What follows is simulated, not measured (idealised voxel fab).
process module | voxel transistor to metal
cross-section cut | 280 nm wide | cells 5 nm
A cross-section is a grid of square cells, given in bands from the top down. A band is one or more rows of cells.
Each band's line starts with the height of the band's top and of its bottom, in nm. Then come its materials from left to right, each with its width in nm. One material with "throughout" fills the band from edge to edge. "air" is empty space.
Height 0 is the level under which the wafer as received is all one material. The lowest band goes on downwards, as in "0 down".
A width such as "30 to 40" changes by the same amount from each row of cells to the next, from the band's top row to its bottom row.
"no change" after a step means that no cell of the cross-section changed.
closed voids: empty space of 8 cells or more with no open way to the top, each as width x height at its distance from the left edge, in nm
after a step's settings: what the simulator itself notes on the step
overlay nm, on a step with a mask: how far to the right of its planned place the mask lay; to the left if negative
Each pair below shows a cross-section before one step and the cross-section after it, down to the lowest band that changed. The line under each pair gives the step between them, with its settings. The pairs can come from different runs of this module on the same starting wafer, so a pair continues from the pair above only where its "before" says so.
before
  25 to 15: SiO2 60 | SiN 5 | SiCN 20 | SiN 5 | SiO2 100 | SiN 5 | SiCN 20 | SiN 5 | SiO2 60
  15 to -5: SiO2 60 | SiN 5 | polySi 20 | SiN 5 | SiO2 100 | SiN 5 | polySi 20 | SiN 5 | SiO2 60
  -5 to -10: SiO2 25 | pSi 35 | SiO2 30 | pSi 35 | SiO2 30 | pSi 35 | SiO2 30 | pSi 35 | SiO2 25
  -10 to -35: SiO2 30 | Si 90 | SiO2 40 | Si 90 | SiO2 30
  -35 down: Si throughout
  closed voids: none
after
  35 to 25: Cu throughout
  below 25: unchanged
  closed voids: none
the step between: op DIRECTIONAL_DEP | material Cu | thk nm 10
before: the cross-section after the pair above
after
  50 to 35: aC throughout
  below 35: unchanged
  closed voids: none
the step between: op DIRECTIONAL_DEP | material aC | thk nm 15
before: the cross-section after the pair above
after
  80 to 50: resist 30 | air 30 | resist 30 | air 30 | resist 40 | air 30 | resist 30 | air 30 | resist 30
  below 50: unchanged
  closed voids: none
the step between: op PATTERN | tone open | mask id CONTACT | material resist | width nm 30 | thk nm 30 | overlay nm 0
before: the cross-section after the pair above
after
  65 to 50: resist 30 | air 30 | resist 30 | air 30 | resist 40 | air 30 | resist 30 | air 30 | resist 30
  50 to 35: aC 30 | air 30 | aC 30 | air 30 | aC 40 | air 30 | aC 30 | air 30 | aC 30
  below 35: unchanged
  closed voids: none
the step between: op DIRECTIONAL_ETCH | etch materials aC | depth nm 15
before: the cross-section after the pair above
after
  50 to 35: aC 30 | air 30 | aC 30 | air 30 | aC 40 | air 30 | aC 30 | air 30 | aC 30
  below 35: unchanged
  closed voids: none
the step between: op STRIP | etch materials resist
before: the cross-section after the pair above
after
  35 to 25: Cu throughout
  below 25: unchanged
  closed voids: none
the step between: op STRIP | etch materials aC
before: the cross-section after the pair above
after
  40 to 35: TiN throughout
  below 35: unchanged
  closed voids: none
the step between: op CONFORMAL_DEP | material TiN | thk nm 5
before: the cross-section after the pair above
after
  50 to 40: W throughout
  below 40: unchanged
  closed voids: none
the step between: op FILL_DEP | material W | thk nm 10
before: the cross-section after the pair above
after
  35 to 25: Cu throughout
  below 25: unchanged
  closed voids: none
the step between: op CMP | height nm 35
before: the cross-section after the pair above
after
  40 to 35: SiN throughout
  below 35: unchanged
  closed voids: none
the step between: op CONFORMAL_DEP | material SiN | thk nm 5
before: the cross-section after the pair above
after
  55 to 40: SiO2 throughout
  below 40: unchanged
  closed voids: none
the step between: op DIRECTIONAL_DEP | material SiO2 | thk nm 15
before: the cross-section after the pair above
after
  65 to 55: aC throughout
  below 55: unchanged
  closed voids: none
the step between: op DIRECTIONAL_DEP | material aC | thk nm 10
before: the cross-section after the pair above
after
  95 to 65: resist 30 | air 15 | resist 60 | air 15 | resist 40 | air 15 | resist 60 | air 15 | resist 30
  below 65: unchanged
  closed voids: none
the step between: op PATTERN | tone open | mask id METAL_1 | material resist | width nm 15 | thk nm 30 | overlay nm 0
before: the cross-section after the pair above
after
  85 to 65: resist 30 | air 15 | resist 60 | air 15 | resist 40 | air 15 | resist 60 | air 15 | resist 30
  65 to 55: aC 30 | air 15 | aC 60 | air 15 | aC 40 | air 15 | aC 60 | air 15 | aC 30
  below 55: unchanged
  closed voids: none
the step between: op DIRECTIONAL_ETCH | etch materials aC | depth nm 10
before: the cross-section after the pair above
after
  65 to 55: aC 30 | air 15 | aC 60 | air 15 | aC 40 | air 15 | aC 60 | air 15 | aC 30
  below 55: unchanged
  closed voids: none
the step between: op STRIP | etch materials resist
before: the cross-section after the pair above
after
  65 to 55: aC 30 | air 15 | aC 60 | air 15 | aC 40 | air 15 | aC 60 | air 15 | aC 30
  55 to 40: SiO2 30 | air 15 | SiO2 60 | air 15 | SiO2 40 | air 15 | SiO2 60 | air 15 | SiO2 30
  below 40: unchanged
  closed voids: none
the step between: op DIRECTIONAL_ETCH | etch materials SiO2 | depth nm 15
before: the cross-section after the pair above
after
  65 to 55: aC 30 | air 15 | aC 60 | air 15 | aC 40 | air 15 | aC 60 | air 15 | aC 30
  55 to 40: SiO2 30 | air 15 | SiO2 60 | air 15 | SiO2 40 | air 15 | SiO2 60 | air 15 | SiO2 30
  40 to 35: SiN 30 | air 15 | SiN 60 | air 15 | SiN 40 | air 15 | SiN 60 | air 15 | SiN 30
  below 35: unchanged
  closed voids: none
the step between: op DIRECTIONAL_ETCH | etch materials SiN | depth nm 5
before: the cross-section after the pair above
after
  55 to 40: SiO2 30 | air 15 | SiO2 60 | air 15 | SiO2 40 | air 15 | SiO2 60 | air 15 | SiO2 30
  below 40: unchanged
  closed voids: none
the step between: op STRIP | etch materials aC
before: the cross-section after the pair above
after
  60 to 55: TiN 35 | air 5 | TiN 70 | air 5 | TiN 50 | air 5 | TiN 70 | air 5 | TiN 35
  55 to 40: SiO2 30 | TiN 5 | air 5 | TiN 5 | SiO2 60 | TiN 5 | air 5 | TiN 5 | SiO2 40 | TiN 5 | air 5 | TiN 5 | SiO2 60 | TiN 5 | air 5 | TiN 5 | SiO2 30
  40 to 35: SiN 30 | TiN 15 | SiN 60 | TiN 15 | SiN 40 | TiN 15 | SiN 60 | TiN 15 | SiN 30
  below 35: unchanged
  closed voids: none
the step between: op CONFORMAL_DEP | material TiN | thk nm 5
before: the cross-section after the pair above
after
  70 to 60: Cu throughout
  60 to 55: TiN 35 | Cu 5 | TiN 70 | Cu 5 | TiN 50 | Cu 5 | TiN 70 | Cu 5 | TiN 35
  55 to 40: SiO2 30 | TiN 5 | Cu 5 | TiN 5 | SiO2 60 | TiN 5 | Cu 5 | TiN 5 | SiO2 40 | TiN 5 | Cu 5 | TiN 5 | SiO2 60 | TiN 5 | Cu 5 | TiN 5 | SiO2 30
  below 40: unchanged
  closed voids: none
the step between: op FILL_DEP | material Cu | thk nm 10
before: the cross-section after the pair above
after
  55 to 40: SiO2 30 | TiN 5 | Cu 5 | TiN 5 | SiO2 60 | TiN 5 | Cu 5 | TiN 5 | SiO2 40 | TiN 5 | Cu 5 | TiN 5 | SiO2 60 | TiN 5 | Cu 5 | TiN 5 | SiO2 30
  below 40: unchanged
  closed voids: none
the step between: op CMP | height nm 55
before: the cross-section after the pair above
after
  60 to 55: SiN throughout
  below 55: unchanged
  closed voids: none
the step between: op CONFORMAL_DEP | material SiN | thk nm 5
before
  50 to 35: aC throughout
  35 to 25: SiO2 throughout
  25 to 15: SiO2 60 | SiN 5 | SiCN 20 | SiN 5 | SiO2 100 | SiN 5 | SiCN 20 | SiN 5 | SiO2 60
  15 to -5: SiO2 60 | SiN 5 | polySi 20 | SiN 5 | SiO2 100 | SiN 5 | polySi 20 | SiN 5 | SiO2 60
  -5 to -10: SiO2 25 | pSi 35 | SiO2 30 | pSi 35 | SiO2 30 | pSi 35 | SiO2 30 | pSi 35 | SiO2 25
  -10 to -35: SiO2 30 | Si 90 | SiO2 40 | Si 90 | SiO2 30
  -35 down: Si throughout
  closed voids: none
after
  80 to 50: air 30 | resist 30 | air 30 | resist 30 | air 40 | resist 30 | air 30 | resist 30 | air 30
  below 50: unchanged
  closed voids: none
the step between: op PATTERN | tone cover | mask id CONTACT | material resist | width nm 30 | thk nm 30 | overlay nm 0
before: the cross-section after the pair above
after
  65 to 50: air 30 | resist 30 | air 30 | resist 30 | air 40 | resist 30 | air 30 | resist 30 | air 30
  50 to 35: air 30 | aC 30 | air 30 | aC 30 | air 40 | aC 30 | air 30 | aC 30 | air 30
  below 35: unchanged
  closed voids: none
the step between: op DIRECTIONAL_ETCH | etch materials aC | depth nm 15
before: the cross-section after the pair above
after
  50 to 35: air 30 | aC 30 | air 30 | aC 30 | air 40 | aC 30 | air 30 | aC 30 | air 30
  below 35: unchanged
  closed voids: none
the step between: op STRIP | etch materials resist
before: the cross-section after the pair above
after
  50 to 35: air 30 | aC 30 | air 30 | aC 30 | air 40 | aC 30 | air 30 | aC 30 | air 30
  35 to 25: air 30 | SiO2 30 | air 30 | SiO2 30 | air 40 | SiO2 30 | air 30 | SiO2 30 | air 30
  25 to 15: air 30 | SiO2 30 | SiN 5 | SiCN 20 | SiN 5 | SiO2 30 | air 40 | SiO2 30 | SiN 5 | SiCN 20 | SiN 5 | SiO2 30 | air 30
  15 to -5: air 30 | SiO2 30 | SiN 5 | polySi 20 | SiN 5 | SiO2 30 | air 40 | SiO2 30 | SiN 5 | polySi 20 | SiN 5 | SiO2 30 | air 30
  below -5: unchanged
  closed voids: none
the step between: op DIRECTIONAL_ETCH | etch materials SiO2 | depth nm 40
before: the cross-section after the pair above
after
  35 to 25: air 30 | SiO2 30 | air 30 | SiO2 30 | air 40 | SiO2 30 | air 30 | SiO2 30 | air 30
  below 25: unchanged
  closed voids: none
the step between: op STRIP | etch materials aC
before: the cross-section after the pair above
after
  40 to 35: air 25 | TiN 40 | air 20 | TiN 40 | air 30 | TiN 40 | air 20 | TiN 40 | air 25
  35 to 30: air 25 | TiN 5 | SiO2 30 | TiN 5 | air 20 | TiN 5 | SiO2 30 | TiN 5 | air 30 | TiN 5 | SiO2 30 | TiN 5 | air 20 | TiN 5 | SiO2 30 | TiN 5 | air 25
  30 to 25: air 25 | TiN 5 | SiO2 30 | TiN 30 | SiO2 30 | TiN 5 | air 30 | TiN 5 | SiO2 30 | TiN 30 | SiO2 30 | TiN 5 | air 25
  25 to 15: air 25 | TiN 5 | SiO2 30 | SiN 5 | SiCN 20 | SiN 5 | SiO2 30 | TiN 5 | air 30 | TiN 5 | SiO2 30 | SiN 5 | SiCN 20 | SiN 5 | SiO2 30 | TiN 5 | air 25
  15 to 0: air 25 | TiN 5 | SiO2 30 | SiN 5 | polySi 20 | SiN 5 | SiO2 30 | TiN 5 | air 30 | TiN 5 | SiO2 30 | SiN 5 | polySi 20 | SiN 5 | SiO2 30 | TiN 5 | air 25
  0 to -5: TiN 30 | SiO2 30 | SiN 5 | polySi 20 | SiN 5 | SiO2 30 | TiN 40 | SiO2 30 | SiN 5 | polySi 20 | SiN 5 | SiO2 30 | TiN 30
  below -5: unchanged
  closed voids: none
the step between: op CONFORMAL_DEP | material TiN | thk nm 5
before: the cross-section after the pair above
after
  50 to 40: W throughout
  40 to 35: W 25 | TiN 40 | W 20 | TiN 40 | W 30 | TiN 40 | W 20 | TiN 40 | W 25
  35 to 30: W 25 | TiN 5 | SiO2 30 | TiN 5 | W 20 | TiN 5 | SiO2 30 | TiN 5 | W 30 | TiN 5 | SiO2 30 | TiN 5 | W 20 | TiN 5 | SiO2 30 | TiN 5 | W 25
  30 to 25: W 25 | TiN 5 | SiO2 30 | TiN 30 | SiO2 30 | TiN 5 | W 30 | TiN 5 | SiO2 30 | TiN 30 | SiO2 30 | TiN 5 | W 25
  25 to 15: W 25 | TiN 5 | SiO2 30 | SiN 5 | SiCN 20 | SiN 5 | SiO2 30 | TiN 5 | W 30 | TiN 5 | SiO2 30 | SiN 5 | SiCN 20 | SiN 5 | SiO2 30 | TiN 5 | W 25
  15 to 0: W 25 | TiN 5 | SiO2 30 | SiN 5 | polySi 20 | SiN 5 | SiO2 30 | TiN 5 | W 30 | TiN 5 | SiO2 30 | SiN 5 | polySi 20 | SiN 5 | SiO2 30 | TiN 5 | W 25
  below 0: unchanged
  closed voids: none
the step between: op FILL_DEP | material W | thk nm 10
before: the cross-section after the pair above
after
  35 to 30: W 25 | TiN 5 | SiO2 30 | TiN 5 | W 20 | TiN 5 | SiO2 30 | TiN 5 | W 30 | TiN 5 | SiO2 30 | TiN 5 | W 20 | TiN 5 | SiO2 30 | TiN 5 | W 25
  below 30: unchanged
  closed voids: none
the step between: op CMP | height nm 35
before: the cross-section after the pair above
after
  40 to 35: SiN throughout
  below 35: unchanged
  closed voids: none
the step between: op CONFORMAL_DEP | material SiN | thk nm 5
before: the cross-section after the pair above
after
  55 to 40: SiO2 throughout
  below 40: unchanged
  closed voids: none
the step between: op DIRECTIONAL_DEP | material SiO2 | thk nm 15
before: the cross-section after the pair above
after
  65 to 55: aC throughout
  below 55: unchanged
  closed voids: none
the step between: op DIRECTIONAL_DEP | material aC | thk nm 10
before: the cross-section after the pair above
after
  95 to 65: resist 30 | air 15 | resist 60 | air 15 | resist 40 | air 15 | resist 60 | air 15 | resist 30
  below 65: unchanged
  closed voids: none
the step between: op PATTERN | tone open | mask id METAL_1 | material resist | width nm 15 | thk nm 30 | overlay nm 0
before: the cross-section after the pair above
after
  85 to 65: resist 30 | air 15 | resist 60 | air 15 | resist 40 | air 15 | resist 60 | air 15 | resist 30
  65 to 55: aC 30 | air 15 | aC 60 | air 15 | aC 40 | air 15 | aC 60 | air 15 | aC 30
  below 55: unchanged
  closed voids: none
the step between: op DIRECTIONAL_ETCH | etch materials aC | depth nm 10
before: the cross-section after the pair above
after
  65 to 55: aC 30 | air 15 | aC 60 | air 15 | aC 40 | air 15 | aC 60 | air 15 | aC 30
  below 55: unchanged
  closed voids: none
the step between: op STRIP | etch materials resist
before: the cross-section after the pair above
after
  65 to 55: aC 30 | air 15 | aC 60 | air 15 | aC 40 | air 15 | aC 60 | air 15 | aC 30
  55 to 40: SiO2 30 | air 15 | SiO2 60 | air 15 | SiO2 40 | air 15 | SiO2 60 | air 15 | SiO2 30
  below 40: unchanged
  closed voids: none
the step between: op DIRECTIONAL_ETCH | etch materials SiO2 | depth nm 15
before: the cross-section after the pair above
after
  65 to 55: aC 30 | air 15 | aC 60 | air 15 | aC 40 | air 15 | aC 60 | air 15 | aC 30
  55 to 40: SiO2 30 | air 15 | SiO2 60 | air 15 | SiO2 40 | air 15 | SiO2 60 | air 15 | SiO2 30
  40 to 35: SiN 30 | air 15 | SiN 60 | air 15 | SiN 40 | air 15 | SiN 60 | air 15 | SiN 30
  below 35: unchanged
  closed voids: none
the step between: op DIRECTIONAL_ETCH | etch materials SiN | depth nm 5
before: the cross-section after the pair above
after
  55 to 40: SiO2 30 | air 15 | SiO2 60 | air 15 | SiO2 40 | air 15 | SiO2 60 | air 15 | SiO2 30
  below 40: unchanged
  closed voids: none
the step between: op STRIP | etch materials aC
before: the cross-section after the pair above
after
  60 to 55: TiN 35 | air 5 | TiN 70 | air 5 | TiN 50 | air 5 | TiN 70 | air 5 | TiN 35
  55 to 40: SiO2 30 | TiN 5 | air 5 | TiN 5 | SiO2 60 | TiN 5 | air 5 | TiN 5 | SiO2 40 | TiN 5 | air 5 | TiN 5 | SiO2 60 | TiN 5 | air 5 | TiN 5 | SiO2 30
  40 to 35: SiN 30 | TiN 15 | SiN 60 | TiN 15 | SiN 40 | TiN 15 | SiN 60 | TiN 15 | SiN 30
  below 35: unchanged
  closed voids: none
the step between: op CONFORMAL_DEP | material TiN | thk nm 5
before: the cross-section after the pair above
after
  70 to 60: Cu throughout
  60 to 55: TiN 35 | Cu 5 | TiN 70 | Cu 5 | TiN 50 | Cu 5 | TiN 70 | Cu 5 | TiN 35
  55 to 40: SiO2 30 | TiN 5 | Cu 5 | TiN 5 | SiO2 60 | TiN 5 | Cu 5 | TiN 5 | SiO2 40 | TiN 5 | Cu 5 | TiN 5 | SiO2 60 | TiN 5 | Cu 5 | TiN 5 | SiO2 30
  below 40: unchanged
  closed voids: none
the step between: op FILL_DEP | material Cu | thk nm 10
before: the cross-section after the pair above
after
  55 to 40: SiO2 30 | TiN 5 | Cu 5 | TiN 5 | SiO2 60 | TiN 5 | Cu 5 | TiN 5 | SiO2 40 | TiN 5 | Cu 5 | TiN 5 | SiO2 60 | TiN 5 | Cu 5 | TiN 5 | SiO2 30
  below 40: unchanged
  closed voids: none
the step between: op CMP | height nm 55
before: the cross-section after the pair above
after
  60 to 55: SiN throughout
  below 55: unchanged
  closed voids: none
the step between: op CONFORMAL_DEP | material SiN | thk nm 5
